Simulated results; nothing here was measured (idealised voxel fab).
Process module under the name voxel wiring stack
The cross-section on display is named cut; it measures 285 nm wide, and its cells are 5 nm squares.
Think of the cross-section as a grid of square cells. We describe it in bands, top to bottom, and each band covers one or more rows of those cells.
A band entry consists of two parts. The first gives the height of the band's top and the height of its bottom, in nm. The rest lists the band's materials from left to right, each with its width in nm. A single material labelled with the word "all across" fills the band from edge to edge, and the word "air" marks empty space.
Heights from 0 (as-received wafer is one material below). Bottom band endless downward, as "0..down".
The two numbers in a width such as "30..40" mark its ends across the band: the first belongs to the top row of cells, the second to the bottom row, and from each row to the next the width moves by the same amount.
Where the words "nothing was modified" appear for a step, the cross-section shows no cell changed by that step; every cell remained as before.
The entry "Catalogued sealed voids" lists the empty spaces that cover at least 8 cells and have no open path to the top. Each is written as width x height at distance, where the distance is measured from the left edge and all three values are in nm.
Anything after a step's settings on that line? It's the simulator's own note about the step.
If you see "overlay nm" on a step's line and that step has a mask, it's telling you how far right of where it was planned the mask ended up; a negative number means it went left instead.

-- Below is the list of planned process steps
1. op RECEIVE | material Si
2. op CONFORMAL_DEP | material SiO2 | thk nm 15
3. op CONFORMAL_DEP | material SiCN | thk nm 5
4. op DIRECTIONAL_DEP | material lowk | thk nm 25
5. op MASKED_ETCH | tone open | mask id METAL_1 | width nm 15 | pitch nm 50 | etch materials lowk | depth nm 25 | overlay nm 0
6. op MASKED_ETCH | tone open | mask id METAL_1 | width nm 25 | pitch nm 50 | etch materials SiCN | depth nm 5 | overlay nm 0
7. op CONFORMAL_DEP | material TiN | thk nm 5
8. op FILL_DEP | material Cu | thk nm 10
9. op CMP | height nm 45
10. op CONFORMAL_DEP | material SiCN | thk nm 5
11. op DIRECTIONAL_DEP | material lowk | thk nm 15
12. op DIRECTIONAL_DEP | material aC | thk nm 10
13. op PATTERN | tone open | mask id PLUG_1 | material resist | width nm 15 | pitch nm 50 | thk nm 25 | overlay nm 0
14. op DIRECTIONAL_ETCH | etch materials aC | depth nm 10
15. op STRIP | etch materials resist
16. op DIRECTIONAL_ETCH | etch materials lowk | depth nm 15
17. op DIRECTIONAL_ETCH | etch materials SiCN | depth nm 5
18. op STRIP | etch materials aC
19. op CONFORMAL_DEP | material TiN | thk nm 5
20. op FILL_DEP | material Cu | thk nm 5
21. op CMP | height nm 65
22. op CONFORMAL_DEP | material SiCN | thk nm 5
23. op DIRECTIONAL_DEP | material SiO2 | thk nm 25
24. op DIRECTIONAL_DEP | material aC | thk nm 15
25. op PATTERN | tone open | mask id METAL_2 | material resist | width nm 25 | pitch nm 50 | thk nm 30 | overlay nm 0
26. op DIRECTIONAL_ETCH | etch materials aC | depth nm 15
27. op STRIP | etch materials resist
28. op DIRECTIONAL_ETCH | etch materials SiO2 | depth nm 25
29. op DIRECTIONAL_ETCH | etch materials SiCN | depth nm 5
30. op STRIP | etch materials aC
31. op CONFORMAL_DEP | material TiN | thk nm 5
32. op FILL_DEP | material Cu | thk nm 10
33. op CMP | height nm 95
34. op EPI | material Ru | thk nm 5
35. op FILL_DEP | material SiCN | thk nm 5
36. op DIRECTIONAL_DEP | material SiO2 | thk nm 30
37. op MASKED_ETCH | tone open | mask id METAL_3_HOLES | width nm 15 | pitch nm 50 | etch materials SiO2 | depth nm 30 | overlay nm 0
38. op DIRECTIONAL_DEP | material aC | thk nm 15
39. op PATTERN | tone open | mask id METAL_3 | material resist | width nm 25 | pitch nm 50 | thk nm 30 | overlay nm 0
40. op DIRECTIONAL_ETCH | etch materials aC | depth nm 15
41. op STRIP | etch materials resist
42. op DIRECTIONAL_ETCH | etch materials SiO2 | depth nm 20
43. op DIRECTIONAL_ETCH | etch materials SiCN | depth nm 5
44. op STRIP | etch materials aC
45. op CONFORMAL_DEP | material TiN | thk nm 5
46. op FILL_DEP | material Cu | thk nm 10
47. op CMP | height nm 135
48. op CONFORMAL_DEP | material SiCN | thk nm 5
Heads up: all these wafers start the same, and what changes between them is the width nm in step 5. The value you see in the plan is just what the first wafer got.

-- So this is the first of several wafers, cross-sectioned as it came to us, meaning it's at the end of step 1
> 0..down = Si all across
> Catalogued sealed voids: none

-- Below: a row per wafer. Contents at end of module: for every material, cells gained since receipt (+) or lost since receipt (-); then closed voids
width nm 15; +140 Cu; +28 Ru; +258 SiCN; +594 SiO2; +216 TiN; +360 lowk; Catalogued sealed voids: none
width nm 20; +160 Cu; +28 Ru; +254 SiCN; +594 SiO2; +220 TiN; +340 lowk; Catalogued sealed voids: none
width nm 25; +180 Cu; +28 Ru; +250 SiCN; +594 SiO2; +224 TiN; +320 lowk; Catalogued sealed voids: none
width nm 30; +196 Cu; +28 Ru; +250 SiCN; +594 SiO2; +228 TiN; +300 lowk; Catalogued sealed voids: none
width nm 35; +212 Cu; +28 Ru; +250 SiCN; +594 SiO2; +232 TiN; +280 lowk; Catalogued sealed voids: none
